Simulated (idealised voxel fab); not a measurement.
The process module that follows is named voxel fin reveal.
For reference, the cross-section in this document is cut, with width 150 nm and square cells of 5 nm.
Cross-section, as written here: a square-cell grid given band by band from the top down, where a band holds one or more rows of cells.
Top, bottom (nm), then materials left to right with widths (nm); lone material tagged "full width" fills the whole band edge to edge; "air" = empty space.
Ref level 0: as-received wafer is one material below here. Bottom band extends down with no lower bound ("0 down").
Note: "30..40" means the width goes from the first number (top row of the band) to the second number (bottom row) in equal steps per row of cells.
A step reported as "no change occurred" is a step in which no cell of the cross-section changed.
Heads up: "Enclosed void entries" only lists the empty pockets with no open path to the top that are 8 cells or more, and it writes them as width x height at distance, distance from the left edge, in nm.
What comes after the settings on a step's line is commentary from the simulator itself on that step.
"overlay nm" on a masked step: distance the mask lay right of its planned place, negative for left.
This section lists the process steps that were planned:
| 1 | RECEIVE,material Si |
| 2 | CONFORMAL_DEP,material SiN,thk nm 10 |
| 3 | PATTERN,tone cover,mask id FINS,material resist,width nm 15,pitch nm 40,thk nm 15,overlay nm 0 |
| 4 | DIRECTIONAL_ETCH,etch materials SiN,depth nm 10 |
| 5 | DIRECTIONAL_ETCH,etch materials Si,depth nm 30 |
| 6 | STRIP,etch materials resist |
| 7 | FILL_DEP,material SiO2,thk nm 5 |
| 8 | CMP,height nm 10 |
| 9 | SELECTIVE_ETCH,etch materials SiO2,depth nm 25 |
| 10 | STRIP,etch materials SiN |
| 11 | CONFORMAL_DEP,material HfO2,thk nm 5 |
On the first of the two wafers: run conducted according to plan:
As received (post step 1): cross-section:
    0 down | Si full width
    Enclosed void entries: none
Step 2 complete: cross-section through the wafer:
    10 to 0 | SiN full width
    For the remainder of the cross-section, below 0, there is no change.
Step 3 complete: cross-section through the wafer:
    25 to 10 | air: 25 | resist: 15 | air: 25 | resist: 15 | air: 25 | resist: 15 | air: 30
    For the remainder of the cross-section, below 10, there is no change.
Step 4 complete: cross-section through the wafer:
    25 to 10 | air: 25 | resist: 15 | air: 25 | resist: 15 | air: 25 | resist: 15 | air: 30
    10 to 0 | air: 25 | SiN: 15 | air: 25 | SiN: 15 | air: 25 | SiN: 15 | air: 30
    For the remainder of the cross-section, below 0, there is no change.
Step 5 complete: cross-section through the wafer:
    25 to 10 | air: 25 | resist: 15 | air: 25 | resist: 15 | air: 25 | resist: 15 | air: 30
    10 to 0 | air: 25 | SiN: 15 | air: 25 | SiN: 15 | air: 25 | SiN: 15 | air: 30
    0 to -30 | air: 25 | Si: 15 | air: 25 | Si: 15 | air: 25 | Si: 15 | air: 30
    For the remainder of the cross-section, below -30, there is no change.
Step 6 complete: cross-section through the wafer:
    10 to 0 | air: 25 | SiN: 15 | air: 25 | SiN: 15 | air: 25 | SiN: 15 | air: 30
    For the remainder of the cross-section, below 0, there is no change.
Step 7 complete: cross-section through the wafer:
    15 to 10 | SiO2 full width
    10 to 0 | SiO2: 25 | SiN: 15 | SiO2: 25 | SiN: 15 | SiO2: 25 | SiN: 15 | SiO2: 30
    0 to -30 | SiO2: 25 | Si: 15 | SiO2: 25 | Si: 15 | SiO2: 25 | Si: 15 | SiO2: 30
    For the remainder of the cross-section, below -30, there is no change.
Step 8 complete: cross-section through the wafer:
    10 to 0 | SiO2: 25 | SiN: 15 | SiO2: 25 | SiN: 15 | SiO2: 25 | SiN: 15 | SiO2: 30
    For the remainder of the cross-section, below 0, there is no change.
Step 9 complete: cross-section through the wafer:
    10 to 0 | air: 25 | SiN: 15 | air: 25 | SiN: 15 | air: 25 | SiN: 15 | air: 30
    0 to -15 | air: 25 | Si: 15 | air: 25 | Si: 15 | air: 25 | Si: 15 | air: 30
    For the remainder of the cross-section, below -15, there is no change.
Step 10 complete: cross-section through the wafer:
    0 to -15 | air: 25 | Si: 15 | air: 25 | Si: 15 | air: 25 | Si: 15 | air: 30
    For the remainder of the cross-section, below -15, there is no change.
Step 11 complete: cross-section through the wafer:
    5 to 0 | air: 20 | HfO2: 25 | air: 15 | HfO2: 25 | air: 15 | HfO2: 25 | air: 25
    0 to -10 | air: 20 | HfO2: 5 | Si: 15 | HfO2: 5 | air: 15 | HfO2: 5 | Si: 15 | HfO2: 5 | air: 15 | HfO2: 5 | Si: 15 | HfO2: 5 | air: 25
    -10 to -15 | HfO2: 25 | Si: 15 | HfO2: 25 | Si: 15 | HfO2: 25 | Si: 15 | HfO2: 30
    For the remainder of the cross-section, below -15, there is no change.
Here the second wafer is described. Its start and its plan were those of the first wafer. Its run contained one mistake. Up to and including step 2, it did exactly what the first wafer did:
Second wafer, sectioned view, at step 3's planned end time:
    25 to 10 | resist: 25 | air: 15 | resist: 25 | air: 15 | resist: 25 | air: 15 | resist: 30
    For the remainder of the cross-section, below 10, there is no change.
Second wafer, sectioned view, at step 4's planned end time:
    25 to 10 | resist: 25 | air: 15 | resist: 25 | air: 15 | resist: 25 | air: 15 | resist: 30
    10 to 0 | SiN: 25 | air: 15 | SiN: 25 | air: 15 | SiN: 25 | air: 15 | SiN: 30
    For the remainder of the cross-section, below 0, there is no change.
Second wafer, sectioned view, at step 5's planned end time:
    25 to 10 | resist: 25 | air: 15 | resist: 25 | air: 15 | resist: 25 | air: 15 | resist: 30
    10 to 0 | SiN: 25 | air: 15 | SiN: 25 | air: 15 | SiN: 25 | air: 15 | SiN: 30
    0 to -30 | Si: 25 | air: 15 | Si: 25 | air: 15 | Si: 25 | air: 15 | Si: 30
    For the remainder of the cross-section, below -30, there is no change.
Second wafer, sectioned view, at step 6's planned end time:
    10 to 0 | SiN: 25 | air: 15 | SiN: 25 | air: 15 | SiN: 25 | air: 15 | SiN: 30
    For the remainder of the cross-section, below 0, there is no change.
Second wafer, sectioned view, at step 7's planned end time:
    15 to 10 | SiO2 full width
    10 to 0 | SiN: 25 | SiO2: 15 | SiN: 25 | SiO2: 15 | SiN: 25 | SiO2: 15 | SiN: 30
    0 to -30 | Si: 25 | SiO2: 15 | Si: 25 | SiO2: 15 | Si: 25 | SiO2: 15 | Si: 30
    For the remainder of the cross-section, below -30, there is no change.
Second wafer, sectioned view, at step 8's planned end time:
    10 to 0 | SiN: 25 | SiO2: 15 | SiN: 25 | SiO2: 15 | SiN: 25 | SiO2: 15 | SiN: 30
    For the remainder of the cross-section, below 0, there is no change.
Second wafer, sectioned view, at step 9's planned end time:
    10 to 0 | SiN: 25 | air: 15 | SiN: 25 | air: 15 | SiN: 25 | air: 15 | SiN: 30
    0 to -15 | Si: 25 | air: 15 | Si: 25 | air: 15 | Si: 25 | air: 15 | Si: 30
    For the remainder of the cross-section, below -15, there is no change.
Second wafer, sectioned view, at step 10's planned end time:
    0 to -15 | Si: 25 | air: 15 | Si: 25 | air: 15 | Si: 25 | air: 15 | Si: 30
    For the remainder of the cross-section, below -15, there is no change.
Second wafer, sectioned view, at step 11's planned end time:
    5 to 0 | HfO2: 30 | air: 5 | HfO2: 35 | air: 5 | HfO2: 35 | air: 5 | HfO2: 35
    0 to -10 | Si: 25 | HfO2: 5 | air: 5 | HfO2: 5 | Si: 25 | HfO2: 5 | air: 5 | HfO2: 5 | Si: 25 | HfO2: 5 | air: 5 | HfO2: 5 | Si: 30
    -10 to -15 | Si: 25 | HfO2: 15 | Si: 25 | HfO2: 15 | Si: 25 | HfO2: 15 | Si: 30
    For the remainder of the cross-section, below -15, there is no change.
Diagnosis: step 3 deviated from plan and actually ran as PATTERN,tone open,mask id FINS,material resist,width nm 15,pitch nm 40,thk nm 15,overlay nm 0
Cell-count delta at end, second wafer over first, by material: Si: 72 more; SiO2: 36 fewer
